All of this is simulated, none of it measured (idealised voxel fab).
process module | voxel capacitor over wiring
cross-section cut | 275 nm wide | cells 5 nm
A cross-section is a grid of square cells, given in bands from the top down. A band is one or more rows of cells.
Each band's line starts with the height of the band's top and of its bottom, in nm. Then come its materials from left to right, each with its width in nm. One material with "throughout" fills the band from edge to edge. "air" is empty space.
Height 0 is the level under which the wafer as received is all one material. The lowest band goes on downwards, as in "0 down".
A width such as "30 to 40" changes by the same amount from each row of cells to the next, from the band's top row to its bottom row.
"no change" after a step means that no cell of the cross-section changed.
closed voids: empty space of 8 cells or more with no open way to the top, each as width x height at its distance from the left edge, in nm
after a step's settings: what the simulator itself notes on the step
overlay nm, on a step with a mask: how far to the right of its planned place the mask lay; to the left if negative
plan
1 op RECEIVE | material Si
2 op CONFORMAL_DEP | material SiO2 | thk nm 15
3 op CONFORMAL_DEP | material SiCN | thk nm 5
4 op DIRECTIONAL_DEP | material lowk | thk nm 25
5 op PATTERN | tone open | mask id METAL_1 | material resist | width nm 20 | pitch nm 80 | thk nm 15 | overlay nm 0
6 op DIRECTIONAL_ETCH | etch materials lowk | depth nm 25
7 op DIRECTIONAL_ETCH | etch materials SiCN | depth nm 5
8 op STRIP | etch materials resist
9 op CONFORMAL_DEP | material TiN | thk nm 5
10 op FILL_DEP | material W | thk nm 10
11 op CMP | height nm 45
12 op EPI | material Ru | thk nm 5
13 op FILL_DEP | material SiCN | thk nm 5
14 op DIRECTIONAL_DEP | material SiO2 | thk nm 10
15 op PATTERN | tone open | mask id PLUG_1 | material resist | width nm 15 | thk nm 15 | overlay nm 0
16 op DIRECTIONAL_ETCH | etch materials SiO2 | depth nm 10
17 op DIRECTIONAL_ETCH | etch materials SiCN | depth nm 5
18 op STRIP | etch materials resist
19 op CONFORMAL_DEP | material TiN | thk nm 5
20 op FILL_DEP | material W | thk nm 5
21 op CMP | height nm 65
22 op DIRECTIONAL_DEP | material TiN | thk nm 5
23 op DIRECTIONAL_DEP | material SiN | thk nm 5
24 op DIRECTIONAL_DEP | material TiN | thk nm 10
25 op DIRECTIONAL_DEP | material aC | thk nm 15
26 op PATTERN | tone cover | mask id UPPER_PLATE | material resist | width nm 65 | thk nm 30 | overlay nm 0
27 op DIRECTIONAL_ETCH | etch materials aC | depth nm 15
28 op STRIP | etch materials resist
29 op DIRECTIONAL_ETCH | etch materials TiN | depth nm 10
30 op DIRECTIONAL_ETCH | etch materials SiN | depth nm 5
31 op STRIP | etch materials aC
32 op PATTERN | tone cover | mask id LOWER_PLATE | material resist | width nm 75 | thk nm 15 | overlay nm 0
33 op DIRECTIONAL_ETCH | etch materials TiN | depth nm 5
34 op STRIP | etch materials resist
35 op FILL_DEP | material SiO2 | thk nm 15
36 op CMP | height nm 95
37 op MASKED_ETCH | tone open | mask id PLUG_2 | width nm 15 | etch materials SiO2 | depth nm 10 | overlay nm 0
38 op CONFORMAL_DEP | material TiN | thk nm 5
39 op FILL_DEP | material Ru | thk nm 5
40 op CMP | height nm 95
41 op CONFORMAL_DEP | material SiN | thk nm 5
as received, after step 1
  0 down: Si throughout
  closed voids: none
a wafer at the end: this start, this plan, one mistake
  100 to 95: SiN throughout
  95 to 90: SiO2 100 | TiN 5 | Ru 5 | TiN 5 | SiO2 160
  90 to 85: SiO2 100 | TiN 15 | SiO2 160
  85 to 75: SiO2 90 | TiN 65 | SiO2 120
  75 to 70: SiO2 90 | SiN 65 | SiO2 120
  70 to 65: SiO2 85 | TiN 75 | SiO2 115
  65 to 55: SiO2 90 | TiN 5 | W 5 | TiN 5 | SiO2 170
  55 to 50: SiCN 90 | TiN 15 | SiCN 170
  50 to 45: SiCN 80 | Ru 30 | SiCN 50 | Ru 30 | SiCN 85
  45 to 25: lowk 85 | TiN 5 | W 10 | TiN 5 | lowk 60 | TiN 5 | W 10 | TiN 5 | lowk 90
  25 to 20: lowk 85 | TiN 20 | lowk 60 | TiN 20 | lowk 90
  20 to 15: Ru throughout
  15 to 0: SiO2 throughout
  0 down: Si throughout
  closed voids: none
what went wrong: step 3 ran as: op CONFORMAL_DEP | material Ru | thk nm 5
